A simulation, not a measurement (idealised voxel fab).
process module | voxel self aligned contacts
cross-section cut | 225 nm wide | cells 5 nm
A cross-section is a grid of square cells, given in bands from the top down. A band is one or more rows of cells.
Each band's line starts with the height of the band's top and of its bottom, in nm. Then come its materials from left to right, each with its width in nm. One material with "throughout" fills the band from edge to edge. "air" is empty space.
Height 0 is the level under which the wafer as received is all one material. The lowest band goes on downwards, as in "0 down".
A width such as "30 to 40" changes by the same amount from each row of cells to the next, from the band's top row to its bottom row.
"no change" after a step means that no cell of the cross-section changed.
closed voids: empty space of 8 cells or more with no open way to the top, each as width x height at its distance from the left edge, in nm
after a step's settings: what the simulator itself notes on the step
overlay nm, on a step with a mask: how far to the right of its planned place the mask lay; to the left if negative
plan
1 op RECEIVE | material Si
2 op OXIDIZE | depth nm 5
3 op DIRECTIONAL_DEP | material polySi | thk nm 30
4 op DIRECTIONAL_DEP | material SiN | thk nm 15
5 op MASKED_ETCH | tone cover | mask id GATE | width nm 30 | pitch nm 55 | etch materials SiN | depth nm 15 | overlay nm 0
6 op MASKED_ETCH | tone cover | mask id GATE | width nm 30 | pitch nm 55 | etch materials polySi | depth nm 30 | overlay nm 0
7 op CONFORMAL_DEP | material SiN | thk nm 5
8 op DIRECTIONAL_ETCH | etch materials SiN | depth nm 5
9 op FILL_DEP | material SiO2 | thk nm 20
10 op CMP | height nm 55
11 op MASKED_ETCH | tone open | mask id CONTACT | width nm 35 | pitch nm 55 | etch materials SiO2 | depth nm 60 | overlay nm 0
12 op CONFORMAL_DEP | material TiN | thk nm 5
13 op FILL_DEP | material W | thk nm 10
14 op CMP | height nm 55
15 op CONFORMAL_DEP | material SiN | thk nm 5
as received, after step 1
  0 down: Si throughout
  closed voids: none
a wafer at the end: this start, this plan, one mistake
  60 to 55: SiN throughout
  55 to 50: SiO2 65 | TiN 5 | W 25 | TiN 5 | SiO2 20 | TiN 5 | W 25 | TiN 5 | SiO2 70
  50 to 45: SiO2 65 | TiN 35 | SiO2 20 | TiN 35 | SiO2 70
  45 to 30: SiN 45 | SiO2 20 | SiN 35 | SiO2 20 | SiN 35 | SiO2 20 | SiN 50
  30 to 0: polySi throughout
  0 to -5: SiO2 throughout
  -5 down: Si throughout
  closed voids: none
what went wrong: step 5 ran as: op MASKED_ETCH | tone open | mask id GATE | width nm 30 | pitch nm 55 | etch materials SiN | depth nm 15 | overlay nm 0
